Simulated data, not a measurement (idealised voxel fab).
Process module in this document: voxel tone inversion
The width of the displayed cross-section, cut, is 185 nm; its cells are square, with a size of 5 nm.
How to read a cross-section here: the picture is a grid of square cells, written as bands going from the top down, and any band can span one or more rows of cells. Band entry format. Leading values: height of top, height of bottom, nm. Remainder: materials in left-to-right order, each with its width in nm. Special words: "throughout" on a single material, which then fills the band edge to edge; "empty", empty space. Height reference: 0 = level under which incoming wafer is all one material. Lowest band: no bottom, runs on downward, e.g. "z 0 and below". Top row gets the first number, bottom row gets the second, and each row in between changes by the same step: that is how a band width like "30..40" works. "nothing got changed" (step): cross-section cells unchanged, all of them. "Closed void register" - sealed voids, min. 8 cells, no opening to top; format: width x height at distance (distance from left edge; nm throughout). Note: text after step settings on the step line = simulator remark on that step. Steps that use a mask can have "overlay nm" on their line. It says how far the mask sat to the right of where it was meant to be. Negative means to the left.

Plan:
- 1: RECEIVE | material Si
- 2: CONFORMAL_DEP | material SiCN | thk nm 10
- 3: DIRECTIONAL_DEP | material aC | thk nm 15
- 4: PATTERN | tone cover | mask id POSTS | material resist | width nm 20 | pitch nm 50 | thk nm 20 | overlay nm 0
- 5: DIRECTIONAL_ETCH | etch materials aC | depth nm 15
- 6: STRIP | etch materials resist
- 7: FILL_DEP | material lowk | thk nm 10
- 8: CMP | height nm 25
- 9: STRIP | etch materials aC
- 10: CONFORMAL_DEP | material TiN | thk nm 5
- 11: FILL_DEP | material W | thk nm 5
- 12: CMP | height nm 25
- 13: CONFORMAL_DEP | material SiCN | thk nm 5

The cross-section here shows the wafer as received, i.e. in its state after step 1:
- z 0 and below: Si throughout
- Closed void register: none

Figure: cross-sectional view of the wafer upon completion of the module, processed from the initial state and according to the plan depicted above, with one error introduced during execution:
- z 30 to 25: SiCN throughout
- z 25 to 15: lowk 65  TiN 5  W 10  TiN 5  lowk 30  TiN 5  W 10  TiN 5  lowk 50
- z 15 to 10: lowk 65  TiN 20  lowk 30  TiN 20  lowk 50
- z 10 to 0: SiCN throughout
- z 0 and below: Si throughout
- Closed void register: none
Which mistake was made when the wafer was run? rather than as planned, step 4 actually ran as PATTERN | tone cover | mask id POSTS | material resist | width nm 20 | pitch nm 50 | thk nm 20 | overlay nm 10
